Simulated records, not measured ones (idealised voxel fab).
process module | voxel wiring stack
cross-section cut | 140 nm wide | cells 5 nm
A cross-section is a grid of square cells, given in bands from the top down. A band is one or more rows of cells.
Each band's line starts with the height of the band's top and of its bottom, in nm. Then come its materials from left to right, each with its width in nm. One material with "throughout" fills the band from edge to edge. "air" is empty space.
Height 0 is the level under which the wafer as received is all one material. The lowest band goes on downwards, as in "0 down".
A width such as "30 to 40" changes by the same amount from each row of cells to the next, from the band's top row to its bottom row.
"no change" after a step means that no cell of the cross-section changed.
closed voids: empty space of 8 cells or more with no open way to the top, each as width x height at its distance from the left edge, in nm
after a step's settings: what the simulator itself notes on the step
overlay nm, on a step with a mask: how far to the right of its planned place the mask lay; to the left if negative
plan
1 op RECEIVE | material Si
2 op CONFORMAL_DEP | material SiO2 | thk nm 10
3 op DIRECTIONAL_DEP | material TiN | thk nm 5
4 op DIRECTIONAL_DEP | material W | thk nm 20
5 op PATTERN | tone cover | mask id METAL_1 | material resist | width nm 25 | pitch nm 55 | thk nm 15 | overlay nm 0
6 op DIRECTIONAL_ETCH | etch materials W | depth nm 20
7 op DIRECTIONAL_ETCH | etch materials TiN | depth nm 5
8 op STRIP | etch materials resist
9 op CONFORMAL_DEP | material SiCN | thk nm 5
10 op FILL_DEP | material lowk | thk nm 5
11 op CMP | height nm 35
12 op CONFORMAL_DEP | material SiCN | thk nm 5
13 op DIRECTIONAL_DEP | material lowk | thk nm 20
14 op PATTERN | tone open | mask id PLUG_1 | material resist | width nm 15 | pitch nm 55 | thk nm 15 | overlay nm 0
15 op DIRECTIONAL_ETCH | etch materials lowk | depth nm 20
16 op DIRECTIONAL_ETCH | etch materials SiCN | depth nm 5
17 op STRIP | etch materials resist
18 op CONFORMAL_DEP | material TiN | thk nm 5
19 op FILL_DEP | material Cu | thk nm 5
20 op CMP | height nm 60
21 op DIRECTIONAL_DEP | material TiN | thk nm 5
22 op DIRECTIONAL_DEP | material Ru | thk nm 20
23 op PATTERN | tone cover | mask id METAL_2 | material resist | width nm 25 | pitch nm 55 | thk nm 20 | overlay nm 0
24 op DIRECTIONAL_ETCH | etch materials Ru | depth nm 20
25 op DIRECTIONAL_ETCH | etch materials TiN | depth nm 5
26 op STRIP | etch materials resist
27 op CONFORMAL_DEP | material SiCN | thk nm 5
28 op FILL_DEP | material SiO2 | thk nm 10
29 op CMP | height nm 85
30 op CONFORMAL_DEP | material SiCN | thk nm 5
31 op DIRECTIONAL_DEP | material lowk | thk nm 35
32 op DIRECTIONAL_DEP | material aC | thk nm 10
33 op PATTERN | tone open | mask id METAL_3_HOLES | material resist | width nm 15 | thk nm 25 | overlay nm 0
34 op DIRECTIONAL_ETCH | etch materials aC | depth nm 10
35 op STRIP | etch materials resist
36 op DIRECTIONAL_ETCH | etch materials lowk | depth nm 35
37 op STRIP | etch materials aC
38 op PATTERN | tone open | mask id METAL_3 | material resist | width nm 25 | pitch nm 55 | thk nm 15 | overlay nm 0
39 op DIRECTIONAL_ETCH | etch materials lowk | depth nm 20
40 op DIRECTIONAL_ETCH | etch materials SiCN | depth nm 5
41 op STRIP | etch materials resist
42 op CONFORMAL_DEP | material TiN | thk nm 5
43 op FILL_DEP | material Cu | thk nm 10
44 op CMP | height nm 125
45 op CONFORMAL_DEP | material SiCN | thk nm 5
first wafer, as planned
as received, after step 1
  0 down: Si throughout
  closed voids: none
after step 2
  10 to 0: SiO2 throughout
  below 0: unchanged
after step 3
  15 to 10: TiN throughout
  below 10: unchanged
after step 4
  35 to 15: W throughout
  below 15: unchanged
after step 5
  50 to 35: air 30 | resist 25 | air 30 | resist 25 | air 30
  below 35: unchanged
after step 6
  50 to 35: air 30 | resist 25 | air 30 | resist 25 | air 30
  35 to 15: air 30 | W 25 | air 30 | W 25 | air 30
  below 15: unchanged
after step 7
  50 to 35: air 30 | resist 25 | air 30 | resist 25 | air 30
  35 to 15: air 30 | W 25 | air 30 | W 25 | air 30
  15 to 10: air 30 | TiN 25 | air 30 | TiN 25 | air 30
  below 10: unchanged
after step 8
  35 to 15: air 30 | W 25 | air 30 | W 25 | air 30
  below 15: unchanged
after step 9
  40 to 35: air 25 | SiCN 35 | air 20 | SiCN 35 | air 25
  35 to 15: air 25 | SiCN 5 | W 25 | SiCN 5 | air 20 | SiCN 5 | W 25 | SiCN 5 | air 25
  15 to 10: SiCN 30 | TiN 25 | SiCN 30 | TiN 25 | SiCN 30
  below 10: unchanged
after step 10
  45 to 40: lowk throughout
  40 to 35: lowk 25 | SiCN 35 | lowk 20 | SiCN 35 | lowk 25
  35 to 15: lowk 25 | SiCN 5 | W 25 | SiCN 5 | lowk 20 | SiCN 5 | W 25 | SiCN 5 | lowk 25
  below 15: unchanged
after step 11
  35 to 15: lowk 25 | SiCN 5 | W 25 | SiCN 5 | lowk 20 | SiCN 5 | W 25 | SiCN 5 | lowk 25
  below 15: unchanged
after step 12
  40 to 35: SiCN throughout
  below 35: unchanged
after step 13
  60 to 40: lowk throughout
  below 40: unchanged
after step 14
  75 to 60: resist 30 | air 15 | resist 40 | air 15 | resist 40
  below 60: unchanged
after step 15
  75 to 60: resist 30 | air 15 | resist 40 | air 15 | resist 40
  60 to 40: lowk 30 | air 15 | lowk 40 | air 15 | lowk 40
  below 40: unchanged
after step 16
  75 to 60: resist 30 | air 15 | resist 40 | air 15 | resist 40
  60 to 40: lowk 30 | air 15 | lowk 40 | air 15 | lowk 40
  40 to 35: SiCN 30 | air 15 | SiCN 40 | air 15 | SiCN 40
  below 35: unchanged
after step 17
  60 to 40: lowk 30 | air 15 | lowk 40 | air 15 | lowk 40
  below 40: unchanged
after step 18
  65 to 60: TiN 35 | air 5 | TiN 50 | air 5 | TiN 45
  60 to 40: lowk 30 | TiN 5 | air 5 | TiN 5 | lowk 40 | TiN 5 | air 5 | TiN 5 | lowk 40
  40 to 35: SiCN 30 | TiN 15 | SiCN 40 | TiN 15 | SiCN 40
  below 35: unchanged
after step 19
  70 to 65: Cu throughout
  65 to 60: TiN 35 | Cu 5 | TiN 50 | Cu 5 | TiN 45
  60 to 40: lowk 30 | TiN 5 | Cu 5 | TiN 5 | lowk 40 | TiN 5 | Cu 5 | TiN 5 | lowk 40
  below 40: unchanged
after step 20
  60 to 40: lowk 30 | TiN 5 | Cu 5 | TiN 5 | lowk 40 | TiN 5 | Cu 5 | TiN 5 | lowk 40
  below 40: unchanged
after step 21
  65 to 60: TiN throughout
  below 60: unchanged
after step 22
  85 to 65: Ru throughout
  below 65: unchanged
after step 23
  105 to 85: air 30 | resist 25 | air 30 | resist 25 | air 30
  below 85: unchanged
after step 24
  105 to 85: air 30 | resist 25 | air 30 | resist 25 | air 30
  85 to 65: air 30 | Ru 25 | air 30 | Ru 25 | air 30
  below 65: unchanged
after step 25
  105 to 85: air 30 | resist 25 | air 30 | resist 25 | air 30
  85 to 65: air 30 | Ru 25 | air 30 | Ru 25 | air 30
  65 to 60: air 30 | TiN 25 | air 30 | TiN 25 | air 30
  below 60: unchanged
after step 26
  85 to 65: air 30 | Ru 25 | air 30 | Ru 25 | air 30
  below 65: unchanged
after step 27
  90 to 85: air 25 | SiCN 35 | air 20 | SiCN 35 | air 25
  85 to 65: air 25 | SiCN 5 | Ru 25 | SiCN 5 | air 20 | SiCN 5 | Ru 25 | SiCN 5 | air 25
  65 to 60: SiCN 30 | TiN 25 | SiCN 30 | TiN 25 | SiCN 30
  below 60: unchanged
after step 28
  100 to 90: SiO2 throughout
  90 to 85: SiO2 25 | SiCN 35 | SiO2 20 | SiCN 35 | SiO2 25
  85 to 65: SiO2 25 | SiCN 5 | Ru 25 | SiCN 5 | SiO2 20 | SiCN 5 | Ru 25 | SiCN 5 | SiO2 25
  below 65: unchanged
after step 29
  85 to 65: SiO2 25 | SiCN 5 | Ru 25 | SiCN 5 | SiO2 20 | SiCN 5 | Ru 25 | SiCN 5 | SiO2 25
  below 65: unchanged
after step 30
  90 to 85: SiCN throughout
  below 85: unchanged
after step 31
  125 to 90: lowk throughout
  below 90: unchanged
after step 32
  135 to 125: aC throughout
  below 125: unchanged
after step 33
  160 to 135: resist 30 | air 15 | resist 95
  below 135: unchanged
after step 34
  150 to 135: resist 30 | air 15 | resist 95
  135 to 125: aC 30 | air 15 | aC 95
  below 125: unchanged
after step 35
  135 to 125: aC 30 | air 15 | aC 95
  below 125: unchanged
after step 36
  135 to 125: aC 30 | air 15 | aC 95
  125 to 90: lowk 30 | air 15 | lowk 95
  below 90: unchanged
after step 37
  125 to 90: lowk 30 | air 15 | lowk 95
  below 90: unchanged
after step 38
  140 to 125: resist 30 | air 25 | resist 30 | air 25 | resist 30
  below 125: unchanged
after step 39
  140 to 125: resist 30 | air 25 | resist 30 | air 25 | resist 30
  125 to 105: lowk 30 | air 25 | lowk 30 | air 25 | lowk 30
  below 105: unchanged
after step 40
  140 to 125: resist 30 | air 25 | resist 30 | air 25 | resist 30
  125 to 105: lowk 30 | air 25 | lowk 30 | air 25 | lowk 30
  105 to 90: lowk 30 | air 15 | lowk 95
  90 to 85: SiCN 30 | air 15 | SiCN 95
  below 85: unchanged
after step 41
  125 to 105: lowk 30 | air 25 | lowk 30 | air 25 | lowk 30
  below 105: unchanged
after step 42
  130 to 125: TiN 35 | air 15 | TiN 40 | air 15 | TiN 35
  125 to 110: lowk 30 | TiN 5 | air 15 | TiN 5 | lowk 30 | TiN 5 | air 15 | TiN 5 | lowk 30
  110 to 105: lowk 30 | TiN 5 | air 5 | TiN 15 | lowk 30 | TiN 25 | lowk 30
  105 to 90: lowk 30 | TiN 5 | air 5 | TiN 5 | lowk 95
  90 to 85: SiCN 30 | TiN 15 | SiCN 95
  below 85: unchanged
after step 43
  140 to 130: Cu throughout
  130 to 125: TiN 35 | Cu 15 | TiN 40 | Cu 15 | TiN 35
  125 to 110: lowk 30 | TiN 5 | Cu 15 | TiN 5 | lowk 30 | TiN 5 | Cu 15 | TiN 5 | lowk 30
  110 to 105: lowk 30 | TiN 5 | Cu 5 | TiN 15 | lowk 30 | TiN 25 | lowk 30
  105 to 90: lowk 30 | TiN 5 | Cu 5 | TiN 5 | lowk 95
  below 90: unchanged
after step 44
  125 to 110: lowk 30 | TiN 5 | Cu 15 | TiN 5 | lowk 30 | TiN 5 | Cu 15 | TiN 5 | lowk 30
  below 110: unchanged
after step 45
  130 to 125: SiCN throughout
  below 125: unchanged
second wafer: like start, like plan, one mistake. Through step 1 it matches the first wafer
when step 2 should have ended
  5 to 0: TiN throughout
  below 0: unchanged
when step 3 should have ended
  15 to 5: SiO2 throughout
  below 5: unchanged
when step 4 should have ended
  35 to 15: W throughout
  below 15: unchanged
when step 5 should have ended
  50 to 35: air 30 | resist 25 | air 30 | resist 25 | air 30
  below 35: unchanged
when step 6 should have ended
  50 to 35: air 30 | resist 25 | air 30 | resist 25 | air 30
  35 to 15: air 30 | W 25 | air 30 | W 25 | air 30
  below 15: unchanged
when step 7 should have ended: no change
when step 8 should have ended
  35 to 15: air 30 | W 25 | air 30 | W 25 | air 30
  below 15: unchanged
when step 9 should have ended
  40 to 35: air 25 | SiCN 35 | air 20 | SiCN 35 | air 25
  35 to 20: air 25 | SiCN 5 | W 25 | SiCN 5 | air 20 | SiCN 5 | W 25 | SiCN 5 | air 25
  20 to 15: SiCN 30 | W 25 | SiCN 30 | W 25 | SiCN 30
  below 15: unchanged
when step 10 should have ended
  45 to 40: lowk throughout
  40 to 35: lowk 25 | SiCN 35 | lowk 20 | SiCN 35 | lowk 25
  35 to 20: lowk 25 | SiCN 5 | W 25 | SiCN 5 | lowk 20 | SiCN 5 | W 25 | SiCN 5 | lowk 25
  below 20: unchanged
when step 11 should have ended
  35 to 20: lowk 25 | SiCN 5 | W 25 | SiCN 5 | lowk 20 | SiCN 5 | W 25 | SiCN 5 | lowk 25
  below 20: unchanged
when step 12 should have ended
  40 to 35: SiCN throughout
  below 35: unchanged
when step 13 should have ended
  60 to 40: lowk throughout
  below 40: unchanged
when step 14 should have ended
  75 to 60: resist 30 | air 15 | resist 40 | air 15 | resist 40
  below 60: unchanged
when step 15 should have ended
  75 to 60: resist 30 | air 15 | resist 40 | air 15 | resist 40
  60 to 40: lowk 30 | air 15 | lowk 40 | air 15 | lowk 40
  below 40: unchanged
when step 16 should have ended
  75 to 60: resist 30 | air 15 | resist 40 | air 15 | resist 40
  60 to 40: lowk 30 | air 15 | lowk 40 | air 15 | lowk 40
  40 to 35: SiCN 30 | air 15 | SiCN 40 | air 15 | SiCN 40
  below 35: unchanged
when step 17 should have ended
  60 to 40: lowk 30 | air 15 | lowk 40 | air 15 | lowk 40
  below 40: unchanged
when step 18 should have ended
  65 to 60: TiN 35 | air 5 | TiN 50 | air 5 | TiN 45
  60 to 40: lowk 30 | TiN 5 | air 5 | TiN 5 | lowk 40 | TiN 5 | air 5 | TiN 5 | lowk 40
  40 to 35: SiCN 30 | TiN 15 | SiCN 40 | TiN 15 | SiCN 40
  below 35: unchanged
when step 19 should have ended
  70 to 65: Cu throughout
  65 to 60: TiN 35 | Cu 5 | TiN 50 | Cu 5 | TiN 45
  60 to 40: lowk 30 | TiN 5 | Cu 5 | TiN 5 | lowk 40 | TiN 5 | Cu 5 | TiN 5 | lowk 40
  below 40: unchanged
when step 20 should have ended
  60 to 40: lowk 30 | TiN 5 | Cu 5 | TiN 5 | lowk 40 | TiN 5 | Cu 5 | TiN 5 | lowk 40
  below 40: unchanged
when step 21 should have ended
  65 to 60: TiN throughout
  below 60: unchanged
when step 22 should have ended
  85 to 65: Ru throughout
  below 65: unchanged
when step 23 should have ended
  105 to 85: air 30 | resist 25 | air 30 | resist 25 | air 30
  below 85: unchanged
when step 24 should have ended
  105 to 85: air 30 | resist 25 | air 30 | resist 25 | air 30
  85 to 65: air 30 | Ru 25 | air 30 | Ru 25 | air 30
  below 65: unchanged
when step 25 should have ended
  105 to 85: air 30 | resist 25 | air 30 | resist 25 | air 30
  85 to 65: air 30 | Ru 25 | air 30 | Ru 25 | air 30
  65 to 60: air 30 | TiN 25 | air 30 | TiN 25 | air 30
  below 60: unchanged
when step 26 should have ended
  85 to 65: air 30 | Ru 25 | air 30 | Ru 25 | air 30
  below 65: unchanged
when step 27 should have ended
  90 to 85: air 25 | SiCN 35 | air 20 | SiCN 35 | air 25
  85 to 65: air 25 | SiCN 5 | Ru 25 | SiCN 5 | air 20 | SiCN 5 | Ru 25 | SiCN 5 | air 25
  65 to 60: SiCN 30 | TiN 25 | SiCN 30 | TiN 25 | SiCN 30
  below 60: unchanged
when step 28 should have ended
  100 to 90: SiO2 throughout
  90 to 85: SiO2 25 | SiCN 35 | SiO2 20 | SiCN 35 | SiO2 25
  85 to 65: SiO2 25 | SiCN 5 | Ru 25 | SiCN 5 | SiO2 20 | SiCN 5 | Ru 25 | SiCN 5 | SiO2 25
  below 65: unchanged
when step 29 should have ended
  85 to 65: SiO2 25 | SiCN 5 | Ru 25 | SiCN 5 | SiO2 20 | SiCN 5 | Ru 25 | SiCN 5 | SiO2 25
  below 65: unchanged
when step 30 should have ended
  90 to 85: SiCN throughout
  below 85: unchanged
when step 31 should have ended
  125 to 90: lowk throughout
  below 90: unchanged
when step 32 should have ended
  135 to 125: aC throughout
  below 125: unchanged
when step 33 should have ended
  160 to 135: resist 30 | air 15 | resist 95
  below 135: unchanged
when step 34 should have ended
  150 to 135: resist 30 | air 15 | resist 95
  135 to 125: aC 30 | air 15 | aC 95
  below 125: unchanged
when step 35 should have ended
  135 to 125: aC 30 | air 15 | aC 95
  below 125: unchanged
when step 36 should have ended
  135 to 125: aC 30 | air 15 | aC 95
  125 to 90: lowk 30 | air 15 | lowk 95
  below 90: unchanged
when step 37 should have ended
  125 to 90: lowk 30 | air 15 | lowk 95
  below 90: unchanged
when step 38 should have ended
  140 to 125: resist 30 | air 25 | resist 30 | air 25 | resist 30
  below 125: unchanged
when step 39 should have ended
  140 to 125: resist 30 | air 25 | resist 30 | air 25 | resist 30
  125 to 105: lowk 30 | air 25 | lowk 30 | air 25 | lowk 30
  below 105: unchanged
when step 40 should have ended
  140 to 125: resist 30 | air 25 | resist 30 | air 25 | resist 30
  125 to 105: lowk 30 | air 25 | lowk 30 | air 25 | lowk 30
  105 to 90: lowk 30 | air 15 | lowk 95
  90 to 85: SiCN 30 | air 15 | SiCN 95
  below 85: unchanged
when step 41 should have ended
  125 to 105: lowk 30 | air 25 | lowk 30 | air 25 | lowk 30
  below 105: unchanged
when step 42 should have ended
  130 to 125: TiN 35 | air 15 | TiN 40 | air 15 | TiN 35
  125 to 110: lowk 30 | TiN 5 | air 15 | TiN 5 | lowk 30 | TiN 5 | air 15 | TiN 5 | lowk 30
  110 to 105: lowk 30 | TiN 5 | air 5 | TiN 15 | lowk 30 | TiN 25 | lowk 30
  105 to 90: lowk 30 | TiN 5 | air 5 | TiN 5 | lowk 95
  90 to 85: SiCN 30 | TiN 15 | SiCN 95
  below 85: unchanged
when step 43 should have ended
  140 to 130: Cu throughout
  130 to 125: TiN 35 | Cu 15 | TiN 40 | Cu 15 | TiN 35
  125 to 110: lowk 30 | TiN 5 | Cu 15 | TiN 5 | lowk 30 | TiN 5 | Cu 15 | TiN 5 | lowk 30
  110 to 105: lowk 30 | TiN 5 | Cu 5 | TiN 15 | lowk 30 | TiN 25 | lowk 30
  105 to 90: lowk 30 | TiN 5 | Cu 5 | TiN 5 | lowk 95
  below 90: unchanged
when step 44 should have ended
  125 to 110: lowk 30 | TiN 5 | Cu 15 | TiN 5 | lowk 30 | TiN 5 | Cu 15 | TiN 5 | lowk 30
  below 110: unchanged
when step 45 should have ended
  130 to 125: SiCN throughout
  below 125: unchanged
what went wrong: steps 2 and 3 were swapped
at the end the second wafer has, in cells: 4 fewer of SiCN | 18 more of TiN | 14 fewer of lowk
